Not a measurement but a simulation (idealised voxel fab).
Herein follows the process module entitled voxel ribs on slabs.
The cross-section shown here is cut; it is 150 nm wide and divided into square cells measuring 5 nm on a side.
Notation: cross-section as square-cell grid; stated in bands, top first, going down; one or more cell rows per band. Heights first: top, then bottom, in nm. Then materials, left to right, each with a width in nm. "all across" on a single material: fills the band edge to edge. "empty": empty space. Heights are measured from 0, the level below which the as-received wafer is all one material; the lowest band has no bottom and continues downward, written as in "0 -> down". So if you see something like "30..40" for the width, read it as the top row of the band sitting at the first number and the bottom row at the second, with every row in between moving by the same amount as the last. "same as before", as given for a step, is the statement that not any cell of the cross-section underwent a change during that step. Each empty space that has no open way to the top and spans at least 8 cells appears under "Closed internal voids" as width x height at distance, the distance counted from the left edge, all in nm. Past the settings on a step's line: simulator remark, on that step. You can add "overlay nm" to a step's line. For a step with a mask, it describes how far the mask lay to the right of its planned position, and a negative number describes a lay to the left.
PROCESS STEPS (PLANNED)
1,RECEIVE [material Si]
2,DIRECTIONAL_DEP [material SiO2] [thk nm 25]
3,DIRECTIONAL_DEP [material polySi] [thk nm 25]
4,DIRECTIONAL_DEP [material aC] [thk nm 10]
5,PATTERN [tone cover] [mask id RIB] [material resist] [width nm 25] [thk nm 25] [overlay nm 0]
6,DIRECTIONAL_ETCH [etch materials aC] [depth nm 10]
7,STRIP [etch materials resist]
8,DIRECTIONAL_ETCH [etch materials polySi] [depth nm 10]
9,STRIP [etch materials aC]
10,MASKED_ETCH [tone cover] [mask id SLAB] [width nm 55] [etch materials polySi] [depth nm 15] [overlay nm 0]
11,FILL_DEP [material SiO2] [thk nm 15]
12,CMP [height nm 60]
13,DIRECTIONAL_DEP [material W] [thk nm 5]
14,DIRECTIONAL_DEP [material aC] [thk nm 10]
15,PATTERN [tone cover] [mask id HEATER] [material resist] [width nm 35] [thk nm 30] [overlay nm 0]
16,DIRECTIONAL_ETCH [etch materials aC] [depth nm 10]
17,STRIP [etch materials resist]
18,DIRECTIONAL_ETCH [etch materials W] [depth nm 5]
19,STRIP [etch materials aC]
20,CONFORMAL_DEP [material SiN] [thk nm 5]
STEP 1 COMPLETE: CROSS-SECTION OF THE WAFER AS RECEIVED
- 0 -> down  Si all across
- Closed internal voids: none
END-OF-MODULE XS, FIRST OF TWO WAFERS, RUN AS PLANNED
- 70 -> 65  empty=50 | SiN=45 | empty=55
- 65 -> 60  SiN=55 | W=35 | SiN=60
- 60 -> 50  SiO2 all across
- 50 -> 40  SiO2=60 | polySi=25 | SiO2=65
- 40 -> 25  SiO2=45 | polySi=55 | SiO2=50
- 25 -> 0  SiO2 all across
- 0 -> down  Si all across
- Closed internal voids: none
SECOND WAFER AT THE END: LIKE START, LIKE PLAN, ONE MISTAKE
- 70 -> 65  empty=50 | SiN=45 | empty=55
- 65 -> 60  SiN=55 | W=35 | SiN=60
- 60 -> 50  SiO2=45 | polySi=55 | SiO2=50
- 50 -> 25  polySi all across
- 25 -> 0  SiO2 all across
- 0 -> down  Si all across
- Closed internal voids: none
Finding, execution versus plan: step 3 from the plan got run twice
Final comparison by cell count, materials where the second wafer has more or fewer than the first: SiO2 -129; polySi +129
